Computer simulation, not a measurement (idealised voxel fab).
Process module in this document: voxel gate over fins
The figure presents cross-section cut, which has a width of 165 nm and is divided into square cells with an edge length of 5 nm.
Each cross-section below is a grid of square cells, stated as bands in top-down order, with one or more rows of cells making up each band.
Each band's line starts with the height of the band's top and of its bottom, in nm. Then come its materials from left to right, each with its width in nm. One material with "full width" fills the band from edge to edge. "blank" is empty space.
Heads up on the height convention: 0 is the point under which the incoming wafer is all one material, and the lowest band has no bottom, it just keeps going down, like "0 nm and below".
A width such as "30..40" changes by the same amount from each row of cells to the next, from the band's top row to its bottom row.
It should be understood that the words "nothing altered", when stated for a given step, signify that the cross-section underwent no change in any of its cells during that step.
"Listed closed voids" enumerates empty spaces isolated from the top, with no open way to it, that contain at least 8 cells, giving each as width x height at distance from the left edge, all three in nm.
Heads up: the bit after the settings on a step's line is the simulator's remark on that step.
When a step includes a mask, the "overlay nm" setting on its line states how far to the right of its planned place that mask lay, and negative values state how far to the left.
Read the rest as pairs. Take the cross-section before one process step, then the cross-section after it, which shows only down to the lowest band that changed. Under the pair, find the step between them and its settings. Bear in mind that pairs may come from different runs of this module on the same starting wafer: link a pair to the pair above it only where its entry headed "Pre-step section" says to.
Pre-step section:
5 nm to 0 nm | 20 of blank | 15 of SiN | 30 of blank | 15 of SiN | 30 of blank | 15 of SiN | 40 of blank
0 nm and below | Si full width
Listed closed voids: none
Cut View, Post-Step:
5 nm to 0 nm | 20 of blank | 15 of SiN | 30 of blank | 15 of SiN | 30 of blank | 15 of SiN | 40 of blank
0 nm to -30 nm | 20 of blank | 25 of Si | 20 of blank | 25 of Si | 20 of blank | 25 of Si | 30 of blank
Nothing below the height -30 has changed.
Listed closed voids: none
Which step turns the before cross-section above into the after cross-section? MASKED_ETCH, tone cover, mask id FINS, width nm 15, pitch nm 45, etch materials Si, depth nm 30, overlay nm 0
Pre-step section: per the after cross-section of the pair just above.
Cut View, Post-Step:
5 nm to 0 nm | 20 of blank | 15 of SiN | 30 of blank | 15 of SiN | 30 of blank | 15 of SiN | 40 of blank
0 nm to -5 nm | 20 of blank | 5 of SiO2 | 5 of Si | 15 of SiO2 | 20 of blank | 5 of SiO2 | 5 of Si | 15 of SiO2 | 20 of blank | 5 of SiO2 | 5 of Si | 15 of SiO2 | 30 of blank
-5 nm to -30 nm | 20 of blank | 5 of SiO2 | 15 of Si | 5 of SiO2 | 20 of blank | 5 of SiO2 | 15 of Si | 5 of SiO2 | 20 of blank | 5 of SiO2 | 15 of Si | 5 of SiO2 | 30 of blank
-30 nm to -35 nm | 25 of SiO2 | 15 of Si | 30 of SiO2 | 15 of Si | 30 of SiO2 | 15 of Si | 35 of SiO2
Nothing below the height -35 has changed.
Listed closed voids: none
Which step turns the before cross-section above into the after cross-section? OXIDIZE, depth nm 5
Pre-step section: per the after cross-section of the pair just above.
Cut View, Post-Step:
15 nm to 5 nm | SiO2 full width
5 nm to 0 nm | 20 of SiO2 | 15 of SiN | 30 of SiO2 | 15 of SiN | 30 of SiO2 | 15 of SiN | 40 of SiO2
0 nm to -5 nm | 25 of SiO2 | 5 of Si | 40 of SiO2 | 5 of Si | 40 of SiO2 | 5 of Si | 45 of SiO2
-5 nm to -35 nm | 25 of SiO2 | 15 of Si | 30 of SiO2 | 15 of Si | 30 of SiO2 | 15 of Si | 35 of SiO2
Nothing below the height -35 has changed.
Listed closed voids: none
Which step turns the before cross-section above into the after cross-section? FILL_DEP, material SiO2, thk nm 10
Pre-step section: per the after cross-section of the pair just above.
Cut View, Post-Step:
5 nm to 0 nm | 20 of SiO2 | 15 of SiN | 30 of SiO2 | 15 of SiN | 30 of SiO2 | 15 of SiN | 40 of SiO2
Nothing below the height 0 has changed.
Listed closed voids: none
Which step turns the before cross-section above into the after cross-section? CMP, height nm 5
Pre-step section: per the after cross-section of the pair just above.
Cut View, Post-Step:
5 nm to 0 nm | 20 of blank | 15 of SiN | 30 of blank | 15 of SiN | 30 of blank | 15 of SiN | 40 of blank
0 nm to -5 nm | 25 of blank | 5 of Si | 40 of blank | 5 of Si | 40 of blank | 5 of Si | 45 of blank
-5 nm to -15 nm | 25 of blank | 15 of Si | 30 of blank | 15 of Si | 30 of blank | 15 of Si | 35 of blank
Nothing below the height -15 has changed.
Listed closed voids: none
Which step turns the before cross-section above into the after cross-section? SELECTIVE_ETCH, etch materials SiO2, depth nm 20
Pre-step section: per the after cross-section of the pair just above.
Cut View, Post-Step:
0 nm to -5 nm | 25 of blank | 5 of Si | 40 of blank | 5 of Si | 40 of blank | 5 of Si | 45 of blank
Nothing below the height -5 has changed.
Listed closed voids: none
Which step turns the before cross-section above into the after cross-section? STRIP, etch materials SiN
Pre-step section: per the after cross-section of the pair just above.
Cut View, Post-Step:
5 nm to 0 nm | 20 of blank | 15 of HfO2 | 30 of blank | 15 of HfO2 | 30 of blank | 15 of HfO2 | 40 of blank
0 nm to -10 nm | 20 of blank | 5 of HfO2 | 5..15 of Si | 15..5 of HfO2 | 20 of blank | 5 of HfO2 | 5..15 of Si | 15..5 of HfO2 | 20 of blank | 5 of HfO2 | 5..15 of Si | 15..5 of HfO2 | 30 of blank
-10 nm to -15 nm | 25 of HfO2 | 15 of Si | 30 of HfO2 | 15 of Si | 30 of HfO2 | 15 of Si | 35 of HfO2
Nothing below the height -15 has changed.
Listed closed voids: none
Which step turns the before cross-section above into the after cross-section? CONFORMAL_DEP, material HfO2, thk nm 5
Pre-step section: per the after cross-section of the pair just above.
Cut View, Post-Step:
10 nm to 5 nm | 15 of blank | 25 of TiN | 20 of blank | 25 of TiN | 20 of blank | 25 of TiN | 35 of blank
5 nm to 0 nm | 15 of blank | 5 of TiN | 15 of HfO2 | 15 of TiN | 10 of blank | 5 of TiN | 15 of HfO2 | 15 of TiN | 10 of blank | 5 of TiN | 15 of HfO2 | 15 of TiN | 25 of blank
0 nm to -5 nm | 15 of blank | 5 of TiN | 5 of HfO2 | 5 of Si | 15 of HfO2 | 5 of TiN | 10 of blank | 5 of TiN | 5 of HfO2 | 5 of Si | 15 of HfO2 | 5 of TiN | 10 of blank | 5 of TiN | 5 of HfO2 | 5 of Si | 15 of HfO2 | 5 of TiN | 25 of blank
-5 nm to -10 nm | 20 of TiN | 5 of HfO2 | 15 of Si | 5 of HfO2 | 20 of TiN | 5 of HfO2 | 15 of Si | 5 of HfO2 | 20 of TiN | 5 of HfO2 | 15 of Si | 5 of HfO2 | 30 of TiN
Nothing below the height -10 has changed.
Listed closed voids: none
Which step turns the before cross-section above into the after cross-section? CONFORMAL_DEP, material TiN, thk nm 5
Pre-step section: per the after cross-section of the pair just above.
Cut View, Post-Step:
25 nm to 10 nm | W full width
10 nm to 5 nm | 15 of W | 25 of TiN | 20 of W | 25 of TiN | 20 of W | 25 of TiN | 35 of W
5 nm to 0 nm | 15 of W | 5 of TiN | 15 of HfO2 | 15 of TiN | 10 of W | 5 of TiN | 15 of HfO2 | 15 of TiN | 10 of W | 5 of TiN | 15 of HfO2 | 15 of TiN | 25 of W
0 nm to -5 nm | 15 of W | 5 of TiN | 5 of HfO2 | 5 of Si | 15 of HfO2 | 5 of TiN | 10 of W | 5 of TiN | 5 of HfO2 | 5 of Si | 15 of HfO2 | 5 of TiN | 10 of W | 5 of TiN | 5 of HfO2 | 5 of Si | 15 of HfO2 | 5 of TiN | 25 of W
Nothing below the height -5 has changed.
Listed closed voids: none
Which step turns the before cross-section above into the after cross-section? FILL_DEP, material W, thk nm 15
Pre-step section: per the after cross-section of the pair just above.
Cut View, Post-Step:
20 nm to 10 nm | W full width
Nothing below the height 10 has changed.
Listed closed voids: none
Which step turns the before cross-section above into the after cross-section? CMP, height nm 20
Pre-step section: per the after cross-section of the pair just above.
Cut View, Post-Step:
30 nm to 20 nm | SiN full width
Nothing below the height 20 has changed.
Listed closed voids: none
Which step turns the before cross-section above into the after cross-section? CONFORMAL_DEP, material SiN, thk nm 10
Pre-step section:
5 nm to 0 nm | 30 of blank | 15 of HfO2 | 30 of blank | 15 of HfO2 | 30 of blank | 15 of HfO2 | 30 of blank
0 nm to -10 nm | 30 of blank | 5 of HfO2 | 5 of Si | 5 of HfO2 | 30 of blank | 5 of HfO2 | 5 of Si | 5 of HfO2 | 30 of blank | 5 of HfO2 | 5 of Si | 5 of HfO2 | 30 of blank
-10 nm to -15 nm | 35 of HfO2 | 5 of Si | 40 of HfO2 | 5 of Si | 40 of HfO2 | 5 of Si | 35 of HfO2
-15 nm to -35 nm | 35 of SiO2 | 5 of Si | 40 of SiO2 | 5 of Si | 40 of SiO2 | 5 of Si | 35 of SiO2
-35 nm and below | Si full width
Listed closed voids: none
Cut View, Post-Step:
10 nm to 5 nm | 25 of blank | 25 of SiN | 20 of blank | 25 of SiN | 20 of blank | 25 of SiN | 25 of blank
5 nm to 0 nm | 25 of blank | 5 of SiN | 15 of HfO2 | 5 of SiN | 20 of blank | 5 of SiN | 15 of HfO2 | 5 of SiN | 20 of blank | 5 of SiN | 15 of HfO2 | 5 of SiN | 25 of blank
0 nm to -5 nm | 25 of blank | 5 of SiN | 5 of HfO2 | 5 of Si | 5 of HfO2 | 5 of SiN | 20 of blank | 5 of SiN | 5 of HfO2 | 5 of Si | 5 of HfO2 | 5 of SiN | 20 of blank | 5 of SiN | 5 of HfO2 | 5 of Si | 5 of HfO2 | 5 of SiN | 25 of blank
-5 nm to -10 nm | 30 of SiN | 5 of HfO2 | 5 of Si | 5 of HfO2 | 30 of SiN | 5 of HfO2 | 5 of Si | 5 of HfO2 | 30 of SiN | 5 of HfO2 | 5 of Si | 5 of HfO2 | 30 of SiN
Nothing below the height -10 has changed.
Listed closed voids: none
Which step turns the before cross-section above into the after cross-section? CONFORMAL_DEP, material SiN, thk nm 5
Pre-step section: per the after cross-section of the pair just above.
Cut View, Post-Step:
25 nm to 10 nm | W full width
10 nm to 5 nm | 25 of W | 25 of SiN | 20 of W | 25 of SiN | 20 of W | 25 of SiN | 25 of W
5 nm to 0 nm | 25 of W | 5 of SiN | 15 of HfO2 | 5 of SiN | 20 of W | 5 of SiN | 15 of HfO2 | 5 of SiN | 20 of W | 5 of SiN | 15 of HfO2 | 5 of SiN | 25 of W
0 nm to -5 nm | 25 of W | 5 of SiN | 5 of HfO2 | 5 of Si | 5 of HfO2 | 5 of SiN | 20 of W | 5 of SiN | 5 of HfO2 | 5 of Si | 5 of HfO2 | 5 of SiN | 20 of W | 5 of SiN | 5 of HfO2 | 5 of Si | 5 of HfO2 | 5 of SiN | 25 of W
Nothing below the height -5 has changed.
Listed closed voids: none
Which step turns the before cross-section above into the after cross-section? FILL_DEP, material W, thk nm 15
Pre-step section: per the after cross-section of the pair just above.
Cut View, Post-Step:
20 nm to 10 nm | W full width
Nothing below the height 10 has changed.
Listed closed voids: none
Which step turns the before cross-section above into the after cross-section? CMP, height nm 20
Pre-step section: per the after cross-section of the pair just above.
Cut View, Post-Step:
30 nm to 20 nm | SiN full width
Nothing below the height 20 has changed.
Listed closed voids: none
Which step turns the before cross-section above into the after cross-section? CONFORMAL_DEP, material SiN, thk nm 10
Pre-step section:
5 nm to 0 nm | SiN full width
0 nm and below | Si full width
Listed closed voids: none
Cut View, Post-Step:
5 nm to 0 nm | 30 of SiN | 15 of blank | 30 of SiN | 15 of blank | 30 of SiN | 15 of blank | 30 of SiN
Nothing below the height 0 has changed.
Listed closed voids: none
Which step turns the before cross-section above into the after cross-section? MASKED_ETCH, tone open, mask id FINS, width nm 15, pitch nm 45, etch materials SiN, depth nm 5, overlay nm 0
Pre-step section: per the after cross-section of the pair just above.
Cut View, Post-Step:
5 nm to 0 nm | 30 of SiN | 15 of blank | 30 of SiN | 15 of blank | 30 of SiN | 15 of blank | 30 of SiN
0 nm to -5 nm | 25 of Si | 25 of SiO2 | 20 of Si | 25 of SiO2 | 20 of Si | 25 of SiO2 | 25 of Si
Nothing below the height -5 has changed.
Listed closed voids: none
Which step turns the before cross-section above into the after cross-section? OXIDIZE, depth nm 5
Pre-step section: per the after cross-section of the pair just above.
Cut View, Post-Step:
15 nm to 5 nm | SiO2 full width
5 nm to 0 nm | 30 of SiN | 15 of SiO2 | 30 of SiN | 15 of SiO2 | 30 of SiN | 15 of SiO2 | 30 of SiN
Nothing below the height 0 has changed.
Listed closed voids: none
Which step turns the before cross-section above into the after cross-section? FILL_DEP, material SiO2, thk nm 10
Pre-step section: per the after cross-section of the pair just above.
Cut View, Post-Step:
5 nm to 0 nm | 30 of SiN | 15 of SiO2 | 30 of SiN | 15 of SiO2 | 30 of SiN | 15 of SiO2 | 30 of SiN
Nothing below the height 0 has changed.
Listed closed voids: none
Which step turns the before cross-section above into the after cross-section? CMP, height nm 5
Pre-step section: per the after cross-section of the pair just above.
Cut View, Post-Step:
5 nm to 0 nm | 30 of SiN | 15 of blank | 30 of SiN | 15 of blank | 30 of SiN | 15 of blank | 30 of SiN
0 nm to -5 nm | 25 of Si | 25 of blank | 20 of Si | 25 of blank | 20 of Si | 25 of blank | 25 of Si
Nothing below the height -5 has changed.
Listed closed voids: none
Which step turns the before cross-section above into the after cross-section? SELECTIVE_ETCH, etch materials SiO2, depth nm 20
Pre-step section: per the after cross-section of the pair just above.
Cut View, Post-Step:
0 nm to -5 nm | 25 of Si | 25 of blank | 20 of Si | 25 of blank | 20 of Si | 25 of blank | 25 of Si
Nothing below the height -5 has changed.
Listed closed voids: none
Which step turns the before cross-section above into the after cross-section? STRIP, etch materials SiN
Pre-step section: per the after cross-section of the pair just above.
Cut View, Post-Step:
5 nm to 0 nm | 30 of HfO2 | 15 of blank | 30 of HfO2 | 15 of blank | 30 of HfO2 | 15 of blank | 30 of HfO2
0 nm to -5 nm | 25 of Si | 25 of HfO2 | 20 of Si | 25 of HfO2 | 20 of Si | 25 of HfO2 | 25 of Si
Nothing below the height -5 has changed.
Listed closed voids: none
Which step turns the before cross-section above into the after cross-section? CONFORMAL_DEP, material HfO2, thk nm 5
Pre-step section: per the after cross-section of the pair just above.
Cut View, Post-Step:
10 nm to 5 nm | 35 of TiN | 5 of blank | 40 of TiN | 5 of blank | 40 of TiN | 5 of blank | 35 of TiN
5 nm to 0 nm | 30 of HfO2 | 15 of TiN | 30 of HfO2 | 15 of TiN | 30 of HfO2 | 15 of TiN | 30 of HfO2
Nothing below the height 0 has changed.
Listed closed voids: none
Which step turns the before cross-section above into the after cross-section? CONFORMAL_DEP, material TiN, thk nm 5
Pre-step section: per the after cross-section of the pair just above.
Cut View, Post-Step:
25 nm to 10 nm | W full width
10 nm to 5 nm | 35 of TiN | 5 of W | 40 of TiN | 5 of W | 40 of TiN | 5 of W | 35 of TiN
Nothing below the height 5 has changed.
Listed closed voids: none
Which step turns the before cross-section above into the after cross-section? FILL_DEP, material W, thk nm 15
Pre-step section: per the after cross-section of the pair just above.
Cut View, Post-Step:
20 nm to 10 nm | W full width
Nothing below the height 10 has changed.
Listed closed voids: none
Which step turns the before cross-section above into the after cross-section? CMP, height nm 20
Pre-step section: per the after cross-section of the pair just above.
Cut View, Post-Step:
30 nm to 20 nm | SiN full width
Nothing below the height 20 has changed.
Listed closed voids: none
Which step turns the before cross-section above into the after cross-section? CONFORMAL_DEP, material SiN, thk nm 10
